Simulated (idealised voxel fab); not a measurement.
process module | voxel quadruple lines
cross-section cut | 280 nm wide | cells 5 nm
A cross-section is a grid of square cells, given in bands from the top down. A band is one or more rows of cells.
Each band's line starts with the height of the band's top and of its bottom, in nm. Then come its materials from left to right, each with its width in nm. One material with "throughout" fills the band from edge to edge. "air" is empty space.
Height 0 is the level under which the wafer as received is all one material. The lowest band goes on downwards, as in "0 down".
A width such as "30 to 40" changes by the same amount from each row of cells to the next, from the band's top row to its bottom row.
"no change" after a step means that no cell of the cross-section changed.
closed voids: empty space of 8 cells or more with no open way to the top, each as width x height at its distance from the left edge, in nm
after a step's settings: what the simulator itself notes on the step
overlay nm, on a step with a mask: how far to the right of its planned place the mask lay; to the left if negative
plan
1 op RECEIVE | material Si
2 op CONFORMAL_DEP | material SiO2 | thk nm 5
3 op DIRECTIONAL_DEP | material W | thk nm 15
4 op DIRECTIONAL_DEP | material polySi | thk nm 20
5 op DIRECTIONAL_DEP | material aC | thk nm 20
6 op PATTERN | tone cover | mask id MANDREL | material resist | width nm 25 | thk nm 30 | overlay nm 0
7 op DIRECTIONAL_ETCH | etch materials aC | depth nm 20
8 op STRIP | etch materials resist
9 op CONFORMAL_DEP | material SiO2 | thk nm 15
10 op DIRECTIONAL_ETCH | etch materials SiO2 | depth nm 15
11 op STRIP | etch materials aC
12 op DIRECTIONAL_ETCH | etch materials polySi | depth nm 20
13 op STRIP | etch materials SiO2
14 op CONFORMAL_DEP | material SiCN | thk nm 5
15 op DIRECTIONAL_ETCH | etch materials SiCN | depth nm 5
16 op STRIP | etch materials polySi
17 op DIRECTIONAL_ETCH | etch materials W | depth nm 15
18 op STRIP | etch materials SiCN
as received, after step 1
  0 down: Si throughout
  closed voids: none
first wafer at the end, as planned
  20 to 5: air 105 | W 5 | air 15 | W 5 | air 15 | W 5 | air 15 | W 5 | air 110
  5 to 0: SiO2 throughout
  0 down: Si throughout
  closed voids: none
second wafer at the end: like start, like plan, one mistake
  20 to 5: air 120 | W 5 | air 25 | W 5 | air 125
  5 to 0: SiO2 throughout
  0 down: Si throughout
  closed voids: none
what went wrong: step 6 ran as: op PATTERN | tone open | mask id MANDREL | material resist | width nm 25 | thk nm 30 | overlay nm 0
at the end the second wafer has, in cells: 6 fewer of W
